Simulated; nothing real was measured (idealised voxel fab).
process module | voxel wiring stack
cross-section cut | 185 nm wide | cells 5 nm
A cross-section is a grid of square cells, given in bands from the top down. A band is one or more rows of cells.
Each band's line starts with the height of the band's top and of its bottom, in nm. Then come its materials from left to right, each with its width in nm. One material with "throughout" fills the band from edge to edge. "air" is empty space.
Height 0 is the level under which the wafer as received is all one material. The lowest band goes on downwards, as in "0 down".
A width such as "30 to 40" changes by the same amount from each row of cells to the next, from the band's top row to its bottom row.
"no change" after a step means that no cell of the cross-section changed.
closed voids: empty space of 8 cells or more with no open way to the top, each as width x height at its distance from the left edge, in nm
after a step's settings: what the simulator itself notes on the step
overlay nm, on a step with a mask: how far to the right of its planned place the mask lay; to the left if negative
plan
1 op RECEIVE | material Si
2 op CONFORMAL_DEP | material SiO2 | thk nm 10
3 op CONFORMAL_DEP | material SiCN | thk nm 5
4 op DIRECTIONAL_DEP | material SiO2 | thk nm 20
5 op PATTERN | tone open | mask id METAL_1 | material resist | width nm 25 | pitch nm 40 | thk nm 15 | overlay nm 0
6 op DIRECTIONAL_ETCH | etch materials SiO2 | depth nm 20
7 op DIRECTIONAL_ETCH | etch materials SiCN | depth nm 5
8 op STRIP | etch materials resist
9 op CONFORMAL_DEP | material TiN | thk nm 5
10 op FILL_DEP | material Cu | thk nm 5
11 op CMP | height nm 35
12 op CONFORMAL_DEP | material SiCN | thk nm 5
13 op DIRECTIONAL_DEP | material SiO2 | thk nm 30
14 op MASKED_ETCH | tone open | mask id METAL_2_HOLES | width nm 15 | pitch nm 80 | etch materials SiO2 | depth nm 30 | overlay nm -5
15 op MASKED_ETCH | tone open | mask id METAL_2 | width nm 25 | pitch nm 40 | etch materials SiO2 | depth nm 20 | overlay nm 0
16 op MASKED_ETCH | tone open | mask id METAL_2 | width nm 25 | pitch nm 40 | etch materials SiCN | depth nm 5 | overlay nm 0
17 op CONFORMAL_DEP | material TiN | thk nm 5
18 op FILL_DEP | material Cu | thk nm 10
19 op CMP | height nm 70
20 op CONFORMAL_DEP | material SiN | thk nm 5
varied across the wafers: overlay nm of step 14. The plan shows the first wafer's value. All wafers start alike
first wafer as received, after step 1
  0 down: Si throughout
  closed voids: none
first wafer at the end, after step 20
  75 to 70: SiN throughout
  70 to 55: SiO2 15 | TiN 5 | Cu 20 | TiN 5 | SiO2 15 | TiN 5 | Cu 15 | TiN 5 | SiO2 10 | TiN 5 | Cu 20 | TiN 5 | SiO2 15 | TiN 5 | Cu 15 | TiN 5 | SiO2 20
  55 to 50: SiO2 15 | TiN 5 | Cu 5 | TiN 20 | SiO2 15 | TiN 25 | SiO2 10 | TiN 5 | Cu 5 | TiN 20 | SiO2 15 | TiN 25 | SiO2 20
  50 to 45: SiO2 15 | TiN 5 | Cu 5 | TiN 5 | SiO2 65 | TiN 5 | Cu 5 | TiN 5 | SiO2 75
  45 to 40: SiO2 15 | TiN 15 | SiO2 65 | TiN 15 | SiO2 75
  40 to 35: SiCN 20 | TiN 10 | SiCN 70 | TiN 10 | SiCN 75
  35 to 15: SiO2 20 | TiN 5 | Cu 15 | TiN 5 | SiO2 15 | TiN 5 | Cu 15 | TiN 5 | SiO2 15 | TiN 5 | Cu 15 | TiN 5 | SiO2 15 | TiN 5 | Cu 15 | TiN 5 | SiO2 20
  15 to 10: SiCN 20 | TiN 25 | SiCN 15 | TiN 25 | SiCN 15 | TiN 25 | SiCN 15 | TiN 25 | SiCN 20
  10 to 0: SiO2 throughout
  0 down: Si throughout
  closed voids: none
last wafer at the end
  75 to 70: SiN throughout
  70 to 55: SiO2 20 | TiN 5 | Cu 20 | TiN 5 | SiO2 10 | TiN 5 | Cu 15 | TiN 5 | SiO2 15 | TiN 5 | Cu 20 | TiN 5 | SiO2 10 | TiN 5 | Cu 15 | TiN 5 | SiO2 20
  55 to 50: SiO2 20 | TiN 20 | Cu 5 | TiN 5 | SiO2 10 | TiN 25 | SiO2 15 | TiN 20 | Cu 5 | TiN 5 | SiO2 10 | TiN 25 | SiO2 20
  50 to 45: SiO2 35 | TiN 5 | Cu 5 | TiN 5 | SiO2 65 | TiN 5 | Cu 5 | TiN 5 | SiO2 55
  45 to 40: SiO2 35 | TiN 15 | SiO2 65 | TiN 15 | SiO2 55
  40 to 35: SiCN 35 | TiN 10 | SiCN 70 | TiN 10 | SiCN 60
  35 to 15: SiO2 20 | TiN 5 | Cu 15 | TiN 5 | SiO2 15 | TiN 5 | Cu 15 | TiN 5 | SiO2 15 | TiN 5 | Cu 15 | TiN 5 | SiO2 15 | TiN 5 | Cu 15 | TiN 5 | SiO2 20
  15 to 10: SiCN 20 | TiN 25 | SiCN 15 | TiN 25 | SiCN 15 | TiN 25 | SiCN 15 | TiN 25 | SiCN 20
  10 to 0: SiO2 throughout
  0 down: Si throughout
  closed voids: none
each wafer at the end: cells of each material gained (+) or lost (-) since it was received, then its closed voids
overlay nm -5 | +94 Cu | +50 SiCN | +37 SiN | +264 SiO2 | +110 TiN | closed voids: none
overlay nm 0 | +90 Cu | +48 SiCN | +37 SiN | +272 SiO2 | +108 TiN | closed voids: none
overlay nm 5 | +90 Cu | +48 SiCN | +37 SiN | +272 SiO2 | +108 TiN | closed voids: none
overlay nm 10 | +90 Cu | +48 SiCN | +37 SiN | +272 SiO2 | +108 TiN | closed voids: none
overlay nm 15 | +94 Cu | +50 SiCN | +37 SiN | +264 SiO2 | +110 TiN | closed voids: none
